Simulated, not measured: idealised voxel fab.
process module | voxel double patterning
cross-section cut | 220 nm wide | cells 5 nm
A cross-section is a grid of square cells, given in bands from the top down. A band is one or more rows of cells.
Each band's line starts with the height of the band's top and of its bottom, in nm. Then come its materials from left to right, each with its width in nm. One material with "throughout" fills the band from edge to edge. "air" is empty space.
Height 0 is the level under which the wafer as received is all one material. The lowest band goes on downwards, as in "0 down".
A width such as "30 to 40" changes by the same amount from each row of cells to the next, from the band's top row to its bottom row.
"no change" after a step means that no cell of the cross-section changed.
closed voids: empty space of 8 cells or more with no open way to the top, each as width x height at its distance from the left edge, in nm
after a step's settings: what the simulator itself notes on the step
overlay nm, on a step with a mask: how far to the right of its planned place the mask lay; to the left if negative
plan
1 op RECEIVE | material Si
2 op CONFORMAL_DEP | material SiO2 | thk nm 5
3 op DIRECTIONAL_DEP | material TiN | thk nm 10
4 op DIRECTIONAL_DEP | material SiCN | thk nm 5
5 op DIRECTIONAL_DEP | material aC | thk nm 10
6 op PATTERN | tone open | mask id FIRST | material resist | width nm 15 | pitch nm 50 | thk nm 25 | overlay nm 0
7 op DIRECTIONAL_ETCH | etch materials aC | depth nm 10
8 op STRIP | etch materials resist
9 op DIRECTIONAL_ETCH | etch materials SiCN | depth nm 5
10 op STRIP | etch materials aC
11 op MASKED_ETCH | tone open | mask id SECOND | width nm 15 | pitch nm 50 | etch materials SiCN | depth nm 5 | overlay nm 0
12 op DIRECTIONAL_ETCH | etch materials TiN | depth nm 5
13 op STRIP | etch materials SiCN
varied across the wafers: depth nm of step 12. The plan shows the first wafer's value. All wafers start alike
first wafer as received, after step 1
  0 down: Si throughout
  closed voids: none
first wafer at the end, after step 13
  15 to 10: TiN 50 | air 15 | TiN 10 | air 15 | TiN 10 | air 15 | TiN 10 | air 15 | TiN 10 | air 15 | TiN 55
  10 to 5: TiN throughout
  5 to 0: SiO2 throughout
  0 down: Si throughout
  closed voids: none
last wafer at the end
  15 to 5: TiN 50 | air 15 | TiN 10 | air 15 | TiN 10 | air 15 | TiN 10 | air 15 | TiN 10 | air 15 | TiN 55
  5 to 0: SiO2 throughout
  0 down: Si throughout
  closed voids: none
each wafer at the end: cells of each material gained (+) or lost (-) since it was received, then its closed voids
depth nm 5 | +44 SiO2 | +73 TiN | closed voids: none
depth nm 10 | +44 SiO2 | +58 TiN | closed voids: none
depth nm 15 | +44 SiO2 | +58 TiN | closed voids: none
depth nm 20 | +44 SiO2 | +58 TiN | closed voids: none
depth nm 25 | +44 SiO2 | +58 TiN | closed voids: none
